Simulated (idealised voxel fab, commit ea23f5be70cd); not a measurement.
Process module, titled voxel ribs on slabs
Cross-section cut spans 280 nm and uses square cells 5 nm in size.
Heads up, the way a cross-section reads in here is a grid of square cells, handed over as bands from the top down, with every band being one or more rows of cells. Each band's line starts with the height of the band's top and of its bottom, in nm. Then come its materials from left to right, each with its width in nm. One material with "all across" fills the band from edge to edge. "air" is empty space. Height 0 is the level under which the wafer as received is all one material. The lowest band goes on downwards, as in "from 0 down". So if you see something like "30 to 40" for the width, read it as the top row of the band sitting at the first number and the bottom row at the second, with every row in between moving by the same amount as the last. A step reported as "stayed the same" is a step in which no cell of the cross-section changed. "Closed void listing" enumerates empty spaces isolated from the top, with no open way to it, that contain at least 8 cells, giving each as width x height at distance from the left edge, all three in nm. On a step's line, text after the settings is the simulator commenting on that step. overlay nm: mask offset rightward from planned place, masked step; negative means leftward offset.

## Set out below are the planned steps of the process
1,RECEIVE: material Si
2,DIRECTIONAL_DEP: material SiO2, thk nm 30
3,DIRECTIONAL_DEP: material SiN, thk nm 20
4,PATTERN: tone cover, mask id RIB, material resist, width nm 15, thk nm 15, overlay nm 0
5,DIRECTIONAL_ETCH: etch materials SiN, depth nm 10
6,STRIP: etch materials resist
7,MASKED_ETCH: tone cover, mask id SLAB, width nm 45, etch materials SiN, depth nm 10, overlay nm 0
8,FILL_DEP: material SiO2, thk nm 20
9,CMP: height nm 60
10,DIRECTIONAL_DEP: material W, thk nm 5
11,MASKED_ETCH: tone cover, mask id HEATER, width nm 25, etch materials W, depth nm 5, overlay nm 0
12,CONFORMAL_DEP: material SiO2, thk nm 5

## The following pertains to the first of two wafers, which was processed as planned

## Wafer at receipt (post step 1), cross-section
* from 0 down  Si all across
* Closed void listing: none

## Upon completion of step 2, the wafer appears in cross-section as shown
* from 30 to 0  SiO2 all across
* below 0: unchanged

## Upon completion of step 3, the wafer appears in cross-section as shown
* from 50 to 30  SiN all across
* below 30: unchanged

## Upon completion of step 4, the wafer appears in cross-section as shown
* from 65 to 50  130 of air, then 15 of resist, then 135 of air
* below 50: unchanged

## Upon completion of step 5, the wafer appears in cross-section as shown
* from 65 to 50  130 of air, then 15 of resist, then 135 of air
* from 50 to 40  130 of air, then 15 of SiN, then 135 of air
* below 40: unchanged

## Upon completion of step 6, the wafer appears in cross-section as shown
* from 50 to 40  130 of air, then 15 of SiN, then 135 of air
* below 40: unchanged

## Upon completion of step 7, the wafer appears in cross-section as shown
* from 50 to 40  130 of air, then 15 of SiN, then 135 of air
* from 40 to 30  115 of air, then 45 of SiN, then 120 of air
* below 30: unchanged

## Upon completion of step 8, the wafer appears in cross-section as shown
* from 70 to 50  SiO2 all across
* from 50 to 40  130 of SiO2, then 15 of SiN, then 135 of SiO2
* from 40 to 30  115 of SiO2, then 45 of SiN, then 120 of SiO2
* below 30: unchanged

## Upon completion of step 9, the wafer appears in cross-section as shown
* from 60 to 50  SiO2 all across
* below 50: unchanged

## Upon completion of step 10, the wafer appears in cross-section as shown
* from 65 to 60  W all across
* below 60: unchanged

## Upon completion of step 11, the wafer appears in cross-section as shown
* from 65 to 60  125 of air, then 25 of W, then 130 of air
* below 60: unchanged

## Upon completion of step 12, the wafer appears in cross-section as shown
* from 70 to 65  120 of air, then 35 of SiO2, then 125 of air
* from 65 to 60  125 of SiO2, then 25 of W, then 130 of SiO2
* below 60: unchanged

## Second wafer. Start and plan as for the first. One mistake made in running. Agrees with the first up to and including step 2

## Second wafer, cut view, end of step 3 per plan
* from 70 to 30  SiN all across
* below 30: unchanged

## Second wafer, cut view, end of step 4 per plan
* from 85 to 70  130 of air, then 15 of resist, then 135 of air
* below 70: unchanged

## Second wafer, cut view, end of step 5 per plan
* from 85 to 70  130 of air, then 15 of resist, then 135 of air
* from 70 to 60  130 of air, then 15 of SiN, then 135 of air
* below 60: unchanged

## Second wafer, cut view, end of step 6 per plan
* from 70 to 60  130 of air, then 15 of SiN, then 135 of air
* below 60: unchanged

## Second wafer, cut view, end of step 7 per plan
* from 70 to 60  130 of air, then 15 of SiN, then 135 of air
* from 60 to 50  115 of air, then 45 of SiN, then 120 of air
* below 50: unchanged

## Second wafer, cut view, end of step 8 per plan
* from 90 to 70  SiO2 all across
* from 70 to 60  130 of SiO2, then 15 of SiN, then 135 of SiO2
* from 60 to 50  115 of SiO2, then 45 of SiN, then 120 of SiO2
* below 50: unchanged

## Second wafer, cut view, end of step 9 per plan
* from 60 to 50  115 of SiO2, then 45 of SiN, then 120 of SiO2
* below 50: unchanged

## Second wafer, cut view, end of step 10 per plan
* from 65 to 60  W all across
* below 60: unchanged

## Second wafer, cut view, end of step 11 per plan
* from 65 to 60  125 of air, then 25 of W, then 130 of air
* below 60: unchanged

## Second wafer, cut view, end of step 12 per plan
* from 70 to 65  120 of air, then 35 of SiO2, then 125 of air
* from 65 to 60  125 of SiO2, then 25 of W, then 130 of SiO2
* below 60: unchanged
Processing error: execution of plan step 3 occurred twice
End of process, cell counts, second wafer against first, materials with more or fewer: 218 more of SiN | 218 fewer of SiO2
